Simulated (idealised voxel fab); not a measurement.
Proc. module: voxel fin reveal
155 nm wide, 5 nm square cells: that's cross-section cut.
For the purposes of this document, a cross-section shall be understood as a grid of square cells, specified as bands listed in top-to-bottom order, each band consisting of one or more rows of cells. Heads up on the band format: heights come first, top then bottom, in nm. After that it's the materials left to right, each with its width in nm. A single material flagged "edge to edge" fills the whole band edge to edge, and "air" means there's empty space there. All heights in this document are referenced to 0, defined as the level beneath which the wafer, as received, consists entirely of one material. The lowest band is not bounded below; it extends indefinitely downward and is written in the form "0 -> down". Width "30->40": first value at the band's top row of cells, second value at its bottom row, equal change from row to row. Key: "no change occurred" - step with no changed cell in the cross-section. The label "Closed voids list" introduces a list of the empty spaces, 8 cells or larger, that have no open way up to the top; each entry in it reads width x height at distance, where the distance is taken from the left edge and all three are stated in nm. Past the settings on a step's line: simulator remark, on that step. A step line may carry the setting "overlay nm", which, for steps involving a mask, states the distance by which the mask lay to the right of its intended position; negative values denote displacement to the left.

Process steps (planned)
step 1: RECEIVE: material Si
step 2: CONFORMAL_DEP: material SiN, thk nm 10
step 3: MASKED_ETCH: tone cover, mask id FINS, width nm 15, pitch nm 35, etch materials SiN, depth nm 10, overlay nm 0
step 4: MASKED_ETCH: tone cover, mask id FINS, width nm 15, pitch nm 35, etch materials Si, depth nm 30, overlay nm 0
step 5: OXIDIZE: depth nm 5
step 6: FILL_DEP: material SiO2, thk nm 15
step 7: CMP: height nm 10
step 8: SELECTIVE_ETCH: etch materials SiO2, depth nm 25
step 9: STRIP: etch materials SiN

Wafer as received: cross-section following step 1
0 -> down  Si edge to edge
Closed voids list: none

Module complete - cross-section of the first of two wafers, run according to plan
0 -> -15  air: 40, then Si: 5, then air: 30, then Si: 5, then air: 30, then Si: 5, then air: 40
-15 -> -35  SiO2: 40, then Si: 5, then SiO2: 30, then Si: 5, then SiO2: 30, then Si: 5, then SiO2: 40
-35 -> down  Si edge to edge
Closed voids list: none

Cross-section, second wafer: same start as the first, same plan as the first, one mistake in running it; taken at the end of the module
10 -> 0  air: 35, then SiN: 15, then air: 20, then SiN: 15, then air: 20, then SiN: 15, then air: 35
0 -> -15  air: 40, then Si: 5, then air: 30, then Si: 5, then air: 30, then Si: 5, then air: 40
-15 -> -35  SiO2: 40, then Si: 5, then SiO2: 30, then Si: 5, then SiO2: 30, then Si: 5, then SiO2: 40
-35 -> down  Si edge to edge
Closed voids list: none
What was the processing mistake? step 9 of the plan was jumped over and never run
End of process, cell counts, second wafer against first, materials with more or fewer: SiN +18
